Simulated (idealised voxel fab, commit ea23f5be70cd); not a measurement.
This section sets out a process module, namely voxel trench capacitor.
The cross-section on display is named cut; it measures 245 nm wide, and its cells are 5 nm squares.
Cross-sections here: square-cell grids, written as top-down lists of bands, a band being one or more rows of cells.
Top height, bottom height, nm. Materials left to right, width each, nm. Single material + "all across" = fills band edge to edge. "empty" = empty.
Height 0 is the level under which the wafer as received is all one material. The lowest band goes on downwards, as in "0 -> down".
With a width like "30->40", each row of cells in the band differs from the next by the same amount, the top row carrying the first number and the bottom row the second.
Step note "nothing got changed" = no cross-section cell changed.
Enclosed voids (no open way to top), threshold 8 cells or more, entry "Enclosed empty spaces", notation width x height at distance, distance from left edge, nm.
Read whatever lies past the settings on a step's line as the simulator's own remark about the step.
overlay nm: right-of-plan distance of the mask on a masked step; negative values mean left-of-plan.
Plan:
1,RECEIVE [material Si]
2,CONFORMAL_DEP [material SiN] [thk nm 5]
3,DIRECTIONAL_DEP [material aC] [thk nm 15]
4,PATTERN [tone open] [mask id TRENCH] [material resist] [width nm 15] [pitch nm 35] [thk nm 35] [overlay nm 0]
5,DIRECTIONAL_ETCH [etch materials aC] [depth nm 15]
6,STRIP [etch materials resist]
7,DIRECTIONAL_ETCH [etch materials SiN] [depth nm 5]
8,DIRECTIONAL_ETCH [etch materials Si] [depth nm 35]
9,STRIP [etch materials aC]
10,CONFORMAL_DEP [material SiO2] [thk nm 5]
11,FILL_DEP [material polySi] [thk nm 10]
12,CMP [height nm 5]
Incoming wafer, cross-sectional view, post step 1:
> 0 -> down | Si all across
> Enclosed empty spaces: none
The cross-section shown corresponds to the wafer at the conclusion of the module. The initial structure and the process plan are those presented above; however, one mistake occurred in executing the plan:
> 5 -> 0 | polySi: 90 | SiO2: 5 | SiN: 15 | SiO2: 5 | polySi: 10 | SiO2: 5 | SiN: 15 | SiO2: 5 | polySi: 95
> 0 -> -30 | polySi: 90 | SiO2: 5 | Si: 15 | SiO2: 5 | polySi: 10 | SiO2: 5 | Si: 15 | SiO2: 5 | polySi: 95
> -30 -> -35 | SiO2: 95 | Si: 15 | SiO2: 20 | Si: 15 | SiO2: 100
> -35 -> down | Si all across
> Enclosed empty spaces: none
Misprocessing identified: step 4 did not use the planned setting and instead ran as PATTERN [tone cover] [mask id TRENCH] [material resist] [width nm 15] [pitch nm 35] [thk nm 35] [overlay nm 0]
